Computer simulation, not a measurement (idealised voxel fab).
Presented below is a process module, voxel spacer lines.
Pictured: cross-section cut, 190 nm wide, on a grid of 5 nm square cells.
When this document writes out a cross-section, it uses a grid of square cells and lists it as bands, beginning at the top and moving down, with a band standing for one or more rows of cells.
The band entry comprises the height of the band's top followed by the height of its bottom, expressed in nm, and subsequently the band's materials from left to right, each stated together with its width in nm. Where a single material is marked with the word "throughout", that material fills the band from edge to edge. The word "air" represents empty space.
Heights are measured from 0, the level below which the as-received wafer is all one material; the lowest band has no bottom and continues downward, written as in "0 down".
Width "30 to 40": first value at the band's top row of cells, second value at its bottom row, equal change from row to row.
"no change", as given for a step, is the statement that not any cell of the cross-section underwent a change during that step.
"Sealed-off cavities" lists enclosed empty spaces (at least 8 cells, no open path upward to the top), each as width x height at distance from the left edge, in nm.
That trailing text on a step's line, after the settings, is the simulator's own remark on the step.
overlay nm: right-of-plan distance of the mask on a masked step; negative values mean left-of-plan.

The following list gives the planned process steps:
| 1 | RECEIVE [material Si] |
| 2 | CONFORMAL_DEP [material Al2O3] [thk nm 5] |
| 3 | DIRECTIONAL_DEP [material TiN] [thk nm 15] |
| 4 | DIRECTIONAL_DEP [material aC] [thk nm 20] |
| 5 | PATTERN [tone cover] [mask id MANDREL] [material resist] [width nm 15] [pitch nm 50] [thk nm 30] [overlay nm 0] |
| 6 | DIRECTIONAL_ETCH [etch materials aC] [depth nm 20] |
| 7 | STRIP [etch materials resist] |
| 8 | CONFORMAL_DEP [material SiN] [thk nm 10] |
| 9 | DIRECTIONAL_ETCH [etch materials SiN] [depth nm 10] |
| 10 | STRIP [etch materials aC] |
| 11 | DIRECTIONAL_ETCH [etch materials TiN] [depth nm 15] |
| 12 | STRIP [etch materials SiN] |

Cross-section, incoming material, after step 1:
- 0 down = Si throughout
- Sealed-off cavities: none

End-of-module XS, first of two wafers, run as planned:
- 20 to 5 = air: 50, then TiN: 10, then air: 15, then TiN: 10, then air: 15, then TiN: 10, then air: 15, then TiN: 10, then air: 55
- 5 to 0 = Al2O3 throughout
- 0 down = Si throughout
- Sealed-off cavities: none

Wafer two (of two), end-of-module cross-section: start = wafer one, plan = wafer one, one run mistake:
- 20 to 5 = air: 45, then TiN: 10, then air: 25, then TiN: 10, then air: 5, then TiN: 10, then air: 25, then TiN: 10, then air: 50
- 5 to 0 = Al2O3 throughout
- 0 down = Si throughout
- Sealed-off cavities: none
So what did we get wrong on this run? planned and actual differ for step 5; actual: PATTERN [tone cover] [mask id MANDREL] [material resist] [width nm 25] [pitch nm 50] [thk nm 30] [overlay nm 0]
At the end, each material covers as many cells on the second wafer as it does on the first, though the cells it covers are elsewhere.
